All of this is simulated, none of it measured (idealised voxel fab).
The document below concerns the process module designated voxel wiring stack.
FYI the section here is cut, 170 nm wide, cells are 5 nm squares.
A cross-section is a grid of square cells, given in bands from the top down. A band is one or more rows of cells.
Per band: top height and bottom height in nm, followed by the left-to-right materials and their widths in nm; "throughout" marks a single material spanning edge to edge, "air" marks empty space.
A quick word on heights: they are counted from 0, and under that level the wafer as it came to us is one material throughout. The lowest band is different from the rest in having no bottom; it simply continues downward, written as in "0..down".
When a width is written as two numbers, as in "30->40", the first number is the width in the top row of cells of the band and the second is the width in its bottom row, and the width changes by the same amount from each row to the next.
The cross-section has no changed cell in any step marked "nothing was modified".
Enclosed voids (no open way to top), threshold 8 cells or more, entry "Enclosed internal cavities", notation width x height at distance, distance from left edge, nm.
The remark found on a step's line after its settings is issued by the simulator itself and pertains to that step.
overlay nm: on a step with a mask, how far right of its planned place the mask lay; negative means left.

**Steps in the process plan**
step 1: RECEIVE [material Si]
step 2: CONFORMAL_DEP [material SiO2] [thk nm 10]
step 3: DIRECTIONAL_DEP [material TiN] [thk nm 5]
step 4: DIRECTIONAL_DEP [material Ru] [thk nm 25]
step 5: DIRECTIONAL_DEP [material aC] [thk nm 10]
step 6: PATTERN [tone cover] [mask id METAL_1] [material resist] [width nm 20] [pitch nm 35] [thk nm 30] [overlay nm 0]
step 7: DIRECTIONAL_ETCH [etch materials aC] [depth nm 10]
step 8: STRIP [etch materials resist]
step 9: DIRECTIONAL_ETCH [etch materials Ru] [depth nm 25]
step 10: DIRECTIONAL_ETCH [etch materials TiN] [depth nm 5]
step 11: STRIP [etch materials aC]
step 12: CONFORMAL_DEP [material SiN] [thk nm 5]
step 13: FILL_DEP [material lowk] [thk nm 10]
step 14: CMP [height nm 40]
step 15: CONFORMAL_DEP [material SiCN] [thk nm 5]
step 16: DIRECTIONAL_DEP [material lowk] [thk nm 25]
step 17: DIRECTIONAL_DEP [material aC] [thk nm 15]
step 18: PATTERN [tone open] [mask id METAL_2] [material resist] [width nm 20] [pitch nm 35] [thk nm 30] [overlay nm 0]
step 19: DIRECTIONAL_ETCH [etch materials aC] [depth nm 15]
step 20: STRIP [etch materials resist]
step 21: DIRECTIONAL_ETCH [etch materials lowk] [depth nm 15]
step 22: STRIP [etch materials aC]
step 23: DIRECTIONAL_DEP [material aC] [thk nm 10]
step 24: PATTERN [tone open] [mask id METAL_2_HOLES] [material resist] [width nm 15] [pitch nm 35] [thk nm 25] [overlay nm 0]
step 25: DIRECTIONAL_ETCH [etch materials aC] [depth nm 10]
step 26: STRIP [etch materials resist]
step 27: DIRECTIONAL_ETCH [etch materials lowk] [depth nm 10]
step 28: DIRECTIONAL_ETCH [etch materials SiCN] [depth nm 5]
step 29: STRIP [etch materials aC]
step 30: CONFORMAL_DEP [material TiN] [thk nm 5]
step 31: FILL_DEP [material Ru] [thk nm 5]
step 32: CMP [height nm 70]
step 33: CONFORMAL_DEP [material SiCN] [thk nm 5]

**Of two wafers, the first: run according to plan**

**As-received state of the wafer in cross-section, equivalent to post-step 1**
0..down | Si throughout
Enclosed internal cavities: none

**Cross-section of the wafer after step 2**
10..0 | SiO2 throughout
All layers under 0 are left as they were.

**Cross-section of the wafer after step 3**
15..10 | TiN throughout
All layers under 10 are left as they were.

**Cross-section of the wafer after step 4**
40..15 | Ru throughout
All layers under 15 are left as they were.

**Cross-section of the wafer after step 5**
50..40 | aC throughout
All layers under 40 are left as they were.

**Cross-section of the wafer after step 6**
80..50 | air=40, resist=20, air=15, resist=20, air=15, resist=20, air=40
All layers under 50 are left as they were.

**Cross-section of the wafer after step 7**
70..50 | air=40, resist=20, air=15, resist=20, air=15, resist=20, air=40
50..40 | air=40, aC=20, air=15, aC=20, air=15, aC=20, air=40
All layers under 40 are left as they were.

**Cross-section of the wafer after step 8**
50..40 | air=40, aC=20, air=15, aC=20, air=15, aC=20, air=40
All layers under 40 are left as they were.

**Cross-section of the wafer after step 9**
50..40 | air=40, aC=20, air=15, aC=20, air=15, aC=20, air=40
40..15 | air=40, Ru=20, air=15, Ru=20, air=15, Ru=20, air=40
All layers under 15 are left as they were.

**Cross-section of the wafer after step 10**
50..40 | air=40, aC=20, air=15, aC=20, air=15, aC=20, air=40
40..15 | air=40, Ru=20, air=15, Ru=20, air=15, Ru=20, air=40
15..10 | air=40, TiN=20, air=15, TiN=20, air=15, TiN=20, air=40
All layers under 10 are left as they were.

**Cross-section of the wafer after step 11**
40..15 | air=40, Ru=20, air=15, Ru=20, air=15, Ru=20, air=40
All layers under 15 are left as they were.

**Cross-section of the wafer after step 12**
45..40 | air=35, SiN=30, air=5, SiN=30, air=5, SiN=30, air=35
40..15 | air=35, SiN=5, Ru=20, SiN=5, air=5, SiN=5, Ru=20, SiN=5, air=5, SiN=5, Ru=20, SiN=5, air=35
15..10 | SiN=40, TiN=20, SiN=15, TiN=20, SiN=15, TiN=20, SiN=40
All layers under 10 are left as they were.

**Cross-section of the wafer after step 13**
55..45 | lowk throughout
45..40 | lowk=35, SiN=30, lowk=5, SiN=30, lowk=5, SiN=30, lowk=35
40..15 | lowk=35, SiN=5, Ru=20, SiN=5, lowk=5, SiN=5, Ru=20, SiN=5, lowk=5, SiN=5, Ru=20, SiN=5, lowk=35
All layers under 15 are left as they were.

**Cross-section of the wafer after step 14**
40..15 | lowk=35, SiN=5, Ru=20, SiN=5, lowk=5, SiN=5, Ru=20, SiN=5, lowk=5, SiN=5, Ru=20, SiN=5, lowk=35
All layers under 15 are left as they were.

**Cross-section of the wafer after step 15**
45..40 | SiCN throughout
All layers under 40 are left as they were.

**Cross-section of the wafer after step 16**
70..45 | lowk throughout
All layers under 45 are left as they were.

**Cross-section of the wafer after step 17**
85..70 | aC throughout
All layers under 70 are left as they were.

**Cross-section of the wafer after step 18**
115..85 | resist=40, air=20, resist=15, air=20, resist=15, air=20, resist=40
All layers under 85 are left as they were.

**Cross-section of the wafer after step 19**
100..85 | resist=40, air=20, resist=15, air=20, resist=15, air=20, resist=40
85..70 | aC=40, air=20, aC=15, air=20, aC=15, air=20, aC=40
All layers under 70 are left as they were.

**Cross-section of the wafer after step 20**
85..70 | aC=40, air=20, aC=15, air=20, aC=15, air=20, aC=40
All layers under 70 are left as they were.

**Cross-section of the wafer after step 21**
85..70 | aC=40, air=20, aC=15, air=20, aC=15, air=20, aC=40
70..55 | lowk=40, air=20, lowk=15, air=20, lowk=15, air=20, lowk=40
All layers under 55 are left as they were.

**Cross-section of the wafer after step 22**
70..55 | lowk=40, air=20, lowk=15, air=20, lowk=15, air=20, lowk=40
All layers under 55 are left as they were.

**Cross-section of the wafer after step 23**
80..70 | aC=40, air=20, aC=15, air=20, aC=15, air=20, aC=40
70..65 | lowk=40, air=20, lowk=15, air=20, lowk=15, air=20, lowk=40
65..55 | lowk=40, aC=20, lowk=15, aC=20, lowk=15, aC=20, lowk=40
All layers under 55 are left as they were.

**Cross-section of the wafer after step 24**
105..80 | resist=40, air=15, resist=20, air=15, resist=20, air=15, resist=45
80..70 | aC=40, air=15, resist=5, aC=15, air=15, resist=5, aC=15, air=15, resist=5, aC=40
70..65 | lowk=40, air=15, resist=5, lowk=15, air=15, resist=5, lowk=15, air=15, resist=5, lowk=40
All layers under 65 are left as they were.

**Cross-section of the wafer after step 25**
95..80 | resist=40, air=15, resist=20, air=15, resist=20, air=15, resist=45
80..70 | aC=40, air=15, resist=5, aC=15, air=15, resist=5, aC=15, air=15, resist=5, aC=40
70..65 | lowk=40, air=15, resist=5, lowk=15, air=15, resist=5, lowk=15, air=15, resist=5, lowk=40
65..55 | lowk=40, air=15, aC=5, lowk=15, air=15, aC=5, lowk=15, air=15, aC=5, lowk=40
All layers under 55 are left as they were.

**Cross-section of the wafer after step 26**
80..70 | aC=40, air=20, aC=15, air=20, aC=15, air=20, aC=40
70..65 | lowk=40, air=20, lowk=15, air=20, lowk=15, air=20, lowk=40
All layers under 65 are left as they were.

**Cross-section of the wafer after step 27**
80..70 | aC=40, air=20, aC=15, air=20, aC=15, air=20, aC=40
70..65 | lowk=40, air=20, lowk=15, air=20, lowk=15, air=20, lowk=40
65..55 | lowk=40, air=15, aC=5, lowk=15, air=15, aC=5, lowk=15, air=15, aC=5, lowk=40
55..45 | lowk=40, air=15, lowk=20, air=15, lowk=20, air=15, lowk=45
All layers under 45 are left as they were.

**Cross-section of the wafer after step 28**
80..70 | aC=40, air=20, aC=15, air=20, aC=15, air=20, aC=40
70..65 | lowk=40, air=20, lowk=15, air=20, lowk=15, air=20, lowk=40
65..55 | lowk=40, air=15, aC=5, lowk=15, air=15, aC=5, lowk=15, air=15, aC=5, lowk=40
55..45 | lowk=40, air=15, lowk=20, air=15, lowk=20, air=15, lowk=45
45..40 | SiCN=40, air=15, SiCN=20, air=15, SiCN=20, air=15, SiCN=45
All layers under 40 are left as they were.

**Cross-section of the wafer after step 29**
70..55 | lowk=40, air=20, lowk=15, air=20, lowk=15, air=20, lowk=40
All layers under 55 are left as they were.

**Cross-section of the wafer after step 30**
75..70 | TiN=45, air=10, TiN=25, air=10, TiN=25, air=10, TiN=45
70..60 | lowk=40, TiN=5, air=10, TiN=5, lowk=15, TiN=5, air=10, TiN=5, lowk=15, TiN=5, air=10, TiN=5, lowk=40
60..55 | lowk=40, TiN=5, air=5, TiN=10, lowk=15, TiN=5, air=5, TiN=10, lowk=15, TiN=5, air=5, TiN=10, lowk=40
55..45 | lowk=40, TiN=5, air=5, TiN=5, lowk=20, TiN=5, air=5, TiN=5, lowk=20, TiN=5, air=5, TiN=5, lowk=45
45..40 | SiCN=40, TiN=15, SiCN=20, TiN=15, SiCN=20, TiN=15, SiCN=45
All layers under 40 are left as they were.

**Cross-section of the wafer after step 31**
80..75 | Ru throughout
75..70 | TiN=45, Ru=10, TiN=25, Ru=10, TiN=25, Ru=10, TiN=45
70..60 | lowk=40, TiN=5, Ru=10, TiN=5, lowk=15, TiN=5, Ru=10, TiN=5, lowk=15, TiN=5, Ru=10, TiN=5, lowk=40
60..55 | lowk=40, TiN=5, Ru=5, TiN=10, lowk=15, TiN=5, Ru=5, TiN=10, lowk=15, TiN=5, Ru=5, TiN=10, lowk=40
55..45 | lowk=40, TiN=5, Ru=5, TiN=5, lowk=20, TiN=5, Ru=5, TiN=5, lowk=20, TiN=5, Ru=5, TiN=5, lowk=45
All layers under 45 are left as they were.

**Cross-section of the wafer after step 32**
70..60 | lowk=40, TiN=5, Ru=10, TiN=5, lowk=15, TiN=5, Ru=10, TiN=5, lowk=15, TiN=5, Ru=10, TiN=5, lowk=40
All layers under 60 are left as they were.

**Cross-section of the wafer after step 33**
75..70 | SiCN throughout
All layers under 70 are left as they were.

**Wafer two: like wafer one in start and plan, but with one mistake in execution; identical up to and including step 5**

**Here is the second wafer in cross-section at the point where step 6 of the plan should have been done**
80..50 | air=35, resist=20, air=15, resist=20, air=15, resist=20, air=45
All layers under 50 are left as they were.

**Here is the second wafer in cross-section at the point where step 7 of the plan should have been done**
70..50 | air=35, resist=20, air=15, resist=20, air=15, resist=20, air=45
50..40 | air=35, aC=20, air=15, aC=20, air=15, aC=20, air=45
All layers under 40 are left as they were.

**Here is the second wafer in cross-section at the point where step 8 of the plan should have been done**
50..40 | air=35, aC=20, air=15, aC=20, air=15, aC=20, air=45
All layers under 40 are left as they were.

**Here is the second wafer in cross-section at the point where step 9 of the plan should have been done**
50..40 | air=35, aC=20, air=15, aC=20, air=15, aC=20, air=45
40..15 | air=35, Ru=20, air=15, Ru=20, air=15, Ru=20, air=45
All layers under 15 are left as they were.

**Here is the second wafer in cross-section at the point where step 10 of the plan should have been done**
50..40 | air=35, aC=20, air=15, aC=20, air=15, aC=20, air=45
40..15 | air=35, Ru=20, air=15, Ru=20, air=15, Ru=20, air=45
15..10 | air=35, TiN=20, air=15, TiN=20, air=15, TiN=20, air=45
All layers under 10 are left as they were.

**Here is the second wafer in cross-section at the point where step 11 of the plan should have been done**
40..15 | air=35, Ru=20, air=15, Ru=20, air=15, Ru=20, air=45
All layers under 15 are left as they were.

**Here is the second wafer in cross-section at the point where step 12 of the plan should have been done**
45..40 | air=30, SiN=30, air=5, SiN=30, air=5, SiN=30, air=40
40..15 | air=30, SiN=5, Ru=20, SiN=5, air=5, SiN=5, Ru=20, SiN=5, air=5, SiN=5, Ru=20, SiN=5, air=40
15..10 | SiN=35, TiN=20, SiN=15, TiN=20, SiN=15, TiN=20, SiN=45
All layers under 10 are left as they were.

**Here is the second wafer in cross-section at the point where step 13 of the plan should have been done**
55..45 | lowk throughout
45..40 | lowk=30, SiN=30, lowk=5, SiN=30, lowk=5, SiN=30, lowk=40
40..15 | lowk=30, SiN=5, Ru=20, SiN=5, lowk=5, SiN=5, Ru=20, SiN=5, lowk=5, SiN=5, Ru=20, SiN=5, lowk=40
All layers under 15 are left as they were.

**Here is the second wafer in cross-section at the point where step 14 of the plan should have been done**
40..15 | lowk=30, SiN=5, Ru=20, SiN=5, lowk=5, SiN=5, Ru=20, SiN=5, lowk=5, SiN=5, Ru=20, SiN=5, lowk=40
All layers under 15 are left as they were.

**Here is the second wafer in cross-section at the point where step 15 of the plan should have been done**
45..40 | SiCN throughout
All layers under 40 are left as they were.

**Here is the second wafer in cross-section at the point where step 16 of the plan should have been done**
70..45 | lowk throughout
All layers under 45 are left as they were.

**Here is the second wafer in cross-section at the point where step 17 of the plan should have been done**
85..70 | aC throughout
All layers under 70 are left as they were.

**Here is the second wafer in cross-section at the point where step 18 of the plan should have been done**
115..85 | resist=40, air=20, resist=15, air=20, resist=15, air=20, resist=40
All layers under 85 are left as they were.

**Here is the second wafer in cross-section at the point where step 19 of the plan should have been done**
100..85 | resist=40, air=20, resist=15, air=20, resist=15, air=20, resist=40
85..70 | aC=40, air=20, aC=15, air=20, aC=15, air=20, aC=40
All layers under 70 are left as they were.

**Here is the second wafer in cross-section at the point where step 20 of the plan should have been done**
85..70 | aC=40, air=20, aC=15, air=20, aC=15, air=20, aC=40
All layers under 70 are left as they were.

**Here is the second wafer in cross-section at the point where step 21 of the plan should have been done**
85..70 | aC=40, air=20, aC=15, air=20, aC=15, air=20, aC=40
70..55 | lowk=40, air=20, lowk=15, air=20, lowk=15, air=20, lowk=40
All layers under 55 are left as they were.

**Here is the second wafer in cross-section at the point where step 22 of the plan should have been done**
70..55 | lowk=40, air=20, lowk=15, air=20, lowk=15, air=20, lowk=40
All layers under 55 are left as they were.

**Here is the second wafer in cross-section at the point where step 23 of the plan should have been done**
80..70 | aC=40, air=20, aC=15, air=20, aC=15, air=20, aC=40
70..65 | lowk=40, air=20, lowk=15, air=20, lowk=15, air=20, lowk=40
65..55 | lowk=40, aC=20, lowk=15, aC=20, lowk=15, aC=20, lowk=40
All layers under 55 are left as they were.

**Here is the second wafer in cross-section at the point where step 24 of the plan should have been done**
105..80 | resist=40, air=15, resist=20, air=15, resist=20, air=15, resist=45
80..70 | aC=40, air=15, resist=5, aC=15, air=15, resist=5, aC=15, air=15, resist=5, aC=40
70..65 | lowk=40, air=15, resist=5, lowk=15, air=15, resist=5, lowk=15, air=15, resist=5, lowk=40
All layers under 65 are left as they were.

**Here is the second wafer in cross-section at the point where step 25 of the plan should have been done**
95..80 | resist=40, air=15, resist=20, air=15, resist=20, air=15, resist=45
80..70 | aC=40, air=15, resist=5, aC=15, air=15, resist=5, aC=15, air=15, resist=5, aC=40
70..65 | lowk=40, air=15, resist=5, lowk=15, air=15, resist=5, lowk=15, air=15, resist=5, lowk=40
65..55 | lowk=40, air=15, aC=5, lowk=15, air=15, aC=5, lowk=15, air=15, aC=5, lowk=40
All layers under 55 are left as they were.

**Here is the second wafer in cross-section at the point where step 26 of the plan should have been done**
80..70 | aC=40, air=20, aC=15, air=20, aC=15, air=20, aC=40
70..65 | lowk=40, air=20, lowk=15, air=20, lowk=15, air=20, lowk=40
All layers under 65 are left as they were.

**Here is the second wafer in cross-section at the point where step 27 of the plan should have been done**
80..70 | aC=40, air=20, aC=15, air=20, aC=15, air=20, aC=40
70..65 | lowk=40, air=20, lowk=15, air=20, lowk=15, air=20, lowk=40
65..55 | lowk=40, air=15, aC=5, lowk=15, air=15, aC=5, lowk=15, air=15, aC=5, lowk=40
55..45 | lowk=40, air=15, lowk=20, air=15, lowk=20, air=15, lowk=45
All layers under 45 are left as they were.

**Here is the second wafer in cross-section at the point where step 28 of the plan should have been done**
80..70 | aC=40, air=20, aC=15, air=20, aC=15, air=20, aC=40
70..65 | lowk=40, air=20, lowk=15, air=20, lowk=15, air=20, lowk=40
65..55 | lowk=40, air=15, aC=5, lowk=15, air=15, aC=5, lowk=15, air=15, aC=5, lowk=40
55..45 | lowk=40, air=15, lowk=20, air=15, lowk=20, air=15, lowk=45
45..40 | SiCN=40, air=15, SiCN=20, air=15, SiCN=20, air=15, SiCN=45
All layers under 40 are left as they were.

**Here is the second wafer in cross-section at the point where step 29 of the plan should have been done**
70..55 | lowk=40, air=20, lowk=15, air=20, lowk=15, air=20, lowk=40
All layers under 55 are left as they were.

**Here is the second wafer in cross-section at the point where step 30 of the plan should have been done**
75..70 | TiN=45, air=10, TiN=25, air=10, TiN=25, air=10, TiN=45
70..60 | lowk=40, TiN=5, air=10, TiN=5, lowk=15, TiN=5, air=10, TiN=5, lowk=15, TiN=5, air=10, TiN=5, lowk=40
60..55 | lowk=40, TiN=5, air=5, TiN=10, lowk=15, TiN=5, air=5, TiN=10, lowk=15, TiN=5, air=5, TiN=10, lowk=40
55..45 | lowk=40, TiN=5, air=5, TiN=5, lowk=20, TiN=5, air=5, TiN=5, lowk=20, TiN=5, air=5, TiN=5, lowk=45
45..40 | SiCN=40, TiN=15, SiCN=20, TiN=15, SiCN=20, TiN=15, SiCN=45
All layers under 40 are left as they were.

**Here is the second wafer in cross-section at the point where step 31 of the plan should have been done**
80..75 | Ru throughout
75..70 | TiN=45, Ru=10, TiN=25, Ru=10, TiN=25, Ru=10, TiN=45
70..60 | lowk=40, TiN=5, Ru=10, TiN=5, lowk=15, TiN=5, Ru=10, TiN=5, lowk=15, TiN=5, Ru=10, TiN=5, lowk=40
60..55 | lowk=40, TiN=5, Ru=5, TiN=10, lowk=15, TiN=5, Ru=5, TiN=10, lowk=15, TiN=5, Ru=5, TiN=10, lowk=40
55..45 | lowk=40, TiN=5, Ru=5, TiN=5, lowk=20, TiN=5, Ru=5, TiN=5, lowk=20, TiN=5, Ru=5, TiN=5, lowk=45
All layers under 45 are left as they were.

**Here is the second wafer in cross-section at the point where step 32 of the plan should have been done**
70..60 | lowk=40, TiN=5, Ru=10, TiN=5, lowk=15, TiN=5, Ru=10, TiN=5, lowk=15, TiN=5, Ru=10, TiN=5, lowk=40
All layers under 60 are left as they were.

**Here is the second wafer in cross-section at the point where step 33 of the plan should have been done**
75..70 | SiCN throughout
All layers under 70 are left as they were.
Want to know what went wrong? planned and actual differ for step 6; actual: PATTERN [tone cover] [mask id METAL_1] [material resist] [width nm 20] [pitch nm 35] [thk nm 30] [overlay nm -5]
At the close, every material occupies the same number of cells on the second wafer as on the first, only in different positions.
